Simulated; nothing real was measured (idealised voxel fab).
This section sets out a process module, namely voxel self aligned vias.
Xsec cut, 295 nm wide, square cell size 5 nm.
This document writes a cross-section as a grid whose cells are square, and gives it as bands, listed from the top down; one or more rows of cells form a band. Read a band's entry like this: the first values are the height of its top and the height of its bottom in nm, and what follows is the sequence of materials from left to right, each with its width in nm. Note that "air" is empty space, and that a single material marked "edge to edge" reaches across the band from edge to edge. Heads up on the height convention: 0 is the point under which the incoming wafer is all one material, and the lowest band has no bottom, it just keeps going down, like "0..down". Think of "30 to 40" as a width that walks from the first number to the second as you go down the band, top row to bottom row, taking equal-sized steps from row to row. Step marked "remained unchanged"? Then no cell in the cross-section changed in it. You'll see "Trapped void list" listing empty spaces that have no way open to the top, as long as they're 8 cells or more; the notation is width x height at distance, where the distance is from the left edge, and all of it is in nm. Step line, after settings: the simulator's comment on this step. If you see "overlay nm" on a step's line and that step has a mask, it's telling you how far right of where it was planned the mask ended up; a negative number means it went left instead.
# Process steps foreseen in the plan
- 1: RECEIVE: material Si
- 2: CONFORMAL_DEP: material SiO2, thk nm 10
- 3: CONFORMAL_DEP: material SiCN, thk nm 5
- 4: DIRECTIONAL_DEP: material SiO2, thk nm 25
- 5: DIRECTIONAL_DEP: material aC, thk nm 15
- 6: PATTERN: tone open, mask id LINES, material resist, width nm 30, pitch nm 65, thk nm 30, overlay nm -15
- 7: DIRECTIONAL_ETCH: etch materials aC, depth nm 15
- 8: STRIP: etch materials resist
- 9: DIRECTIONAL_ETCH: etch materials SiO2, depth nm 25
- 10: STRIP: etch materials aC
- 11: CONFORMAL_DEP: material TiN, thk nm 5
- 12: FILL_DEP: material W, thk nm 5
- 13: CMP: height nm 40
- 14: SELECTIVE_ETCH: etch materials W Ru TiN, depth nm 5
- 15: FILL_DEP: material SiN, thk nm 5
- 16: CMP: height nm 40
- 17: DIRECTIONAL_DEP: material SiO2, thk nm 15
- 18: DIRECTIONAL_DEP: material aC, thk nm 15
- 19: PATTERN: tone open, mask id VIAS, material resist, width nm 40, thk nm 35, overlay nm 0
- 20: DIRECTIONAL_ETCH: etch materials aC, depth nm 15
- 21: STRIP: etch materials resist
- 22: DIRECTIONAL_ETCH: etch materials SiO2, depth nm 15
- 23: DIRECTIONAL_ETCH: etch materials SiN, depth nm 5
- 24: STRIP: etch materials aC
- 25: CONFORMAL_DEP: material TiN, thk nm 5
- 26: FILL_DEP: material W, thk nm 5
- 27: CMP: height nm 55
- 28: CONFORMAL_DEP: material SiN, thk nm 5
Among the wafers covered here, the point of difference is the overlay nm at step 6; their starting state is shared, and the plan presents the value of the first wafer.
# Cross-section of the first of several wafers as received (after step 1)
    0..down: Si edge to edge
    Trapped void list: none
# Once step 28, the last step, is complete, the module is at its end; this is the cross-section of the first of several wafers
    60..55: SiN edge to edge
    55..45: SiO2: 95; TiN: 5; W: 30; TiN: 5; SiO2: 160
    45..40: SiO2: 95; TiN: 5; W: 10; TiN: 25; SiO2: 160
    40..35: SiO2: 85; SiN: 10; TiN: 20; SiO2: 35; SiN: 30; SiO2: 115
    35..20: SiO2: 85; TiN: 5; W: 20; TiN: 5; SiO2: 35; TiN: 5; W: 20; TiN: 5; SiO2: 115
    20..15: SiO2: 85; TiN: 30; SiO2: 35; TiN: 30; SiO2: 115
    15..10: SiCN edge to edge
    10..0: SiO2 edge to edge
    0..down: Si edge to edge
    Trapped void list: none
# X-section, last wafer, module end
    60..55: SiN edge to edge
    55..45: SiO2: 95; TiN: 5; W: 30; TiN: 5; SiO2: 160
    45..40: SiO2: 95; TiN: 25; W: 10; TiN: 5; SiO2: 160
    40..35: SiO2: 115; TiN: 20; SiN: 10; SiO2: 35; SiN: 30; SiO2: 85
    35..20: SiO2: 115; TiN: 5; W: 20; TiN: 5; SiO2: 35; TiN: 5; W: 20; TiN: 5; SiO2: 85
    20..15: SiO2: 115; TiN: 30; SiO2: 35; TiN: 30; SiO2: 85
    15..10: SiCN edge to edge
    10..0: SiO2 edge to edge
    0..down: Si edge to edge
    Trapped void list: none
# Table: wafers, a row each; end-of-module cell change per material since receipt, gain (+), loss (-); then closed voids
overlay nm -15; +59 SiCN; +67 SiN; +506 SiO2; +38 TiN; +38 W; Trapped void list: none
overlay nm -10; +59 SiCN; +66 SiN; +506 SiO2; +38 TiN; +39 W; Trapped void list: none
overlay nm -5; +59 SiCN; +65 SiN; +506 SiO2; +38 TiN; +40 W; Trapped void list: none
overlay nm 0; +59 SiCN; +65 SiN; +506 SiO2; +38 TiN; +40 W; Trapped void list: none
overlay nm 5; +59 SiCN; +65 SiN; +506 SiO2; +38 TiN; +40 W; Trapped void list: none
overlay nm 10; +59 SiCN; +66 SiN; +506 SiO2; +38 TiN; +39 W; Trapped void list: none
overlay nm 15; +59 SiCN; +67 SiN; +506 SiO2; +38 TiN; +38 W; Trapped void list: none
